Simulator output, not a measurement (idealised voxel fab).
The process module that follows is named voxel self aligned vias.
The width of the displayed cross-section, cut, is 300 nm; its cells are square, with a size of 5 nm.
Cross-section spec: square-cell grid; bands listed top down; each band is one or more rows. Basically the band line says how high the top is and how high the bottom is, in nm, and then what's in it from left to right, every material with its width in nm. Empty space shows up as "empty", and if a single material carries "edge to edge" it runs the full band edge to edge. Height datum 0, below which the as-received substrate wafer is one material. Lowest band open at the bottom, running downward: "0 down". A width such as "30..40" changes by the same amount from each row of cells to the next, from the band's top row to its bottom row. What does "no modifications" mean for a step? It means no cell of the cross-section changed in that step. Listed in "Sealed void list": every empty space of 8 or more cells without an open way to the top. Form: width x height at distance, the distance being from the left edge, all in nm. Formally, on a step line, whatever follows the settings is a remark that the simulator itself makes on the step. For masked steps, "overlay nm" on the step line gives how far right of plan the mask actually lay; a minus sign means it lay to the left.

Set out below are the planned steps of the process:
1. RECEIVE, material Si
2. CONFORMAL_DEP, material SiO2, thk nm 15
3. CONFORMAL_DEP, material SiCN, thk nm 5
4. DIRECTIONAL_DEP, material lowk, thk nm 30
5. MASKED_ETCH, tone open, mask id LINES, width nm 20, pitch nm 65, etch materials lowk, depth nm 30, overlay nm 0
6. CONFORMAL_DEP, material TiN, thk nm 5
7. FILL_DEP, material W, thk nm 10
8. CMP, height nm 50
9. SELECTIVE_ETCH, etch materials W Ru TiN, depth nm 5
10. FILL_DEP, material SiN, thk nm 10
11. CMP, height nm 50
12. DIRECTIONAL_DEP, material lowk, thk nm 15
13. PATTERN, tone open, mask id VIAS, material resist, width nm 40, pitch nm 65, thk nm 15, overlay nm 0
14. DIRECTIONAL_ETCH, etch materials lowk, depth nm 15
15. DIRECTIONAL_ETCH, etch materials SiN, depth nm 5
16. STRIP, etch materials resist
17. CONFORMAL_DEP, material TiN, thk nm 5
18. FILL_DEP, material Cu, thk nm 10
19. CMP, height nm 65
20. CONFORMAL_DEP, material SiN, thk nm 5

Shown in cross-section is the wafer as received, that is, as it stands after step 1:
0 down  Si edge to edge
Sealed void list: none

a wafer at the end: this start, this plan, one mistake:
70 to 65  SiN edge to edge
65 to 50  65 of lowk, then 5 of TiN, then 30 of Cu, then 5 of TiN, then 25 of lowk, then 5 of TiN, then 30 of Cu, then 5 of TiN, then 25 of lowk, then 5 of TiN, then 30 of Cu, then 5 of TiN, then 65 of lowk
50 to 45  65 of SiN, then 40 of TiN, then 25 of SiN, then 40 of TiN, then 25 of SiN, then 40 of TiN, then 65 of SiN
45 to 20  75 of lowk, then 5 of TiN, then 10 of W, then 5 of TiN, then 45 of lowk, then 5 of TiN, then 10 of W, then 5 of TiN, then 45 of lowk, then 5 of TiN, then 10 of W, then 5 of TiN, then 75 of lowk
20 to 15  75 of lowk, then 20 of TiN, then 45 of lowk, then 20 of TiN, then 45 of lowk, then 20 of TiN, then 75 of lowk
15 to 0  SiO2 edge to edge
0 down  Si edge to edge
Sealed void list: none
Processing error: step 3 in the plan did not get run; it was skipped
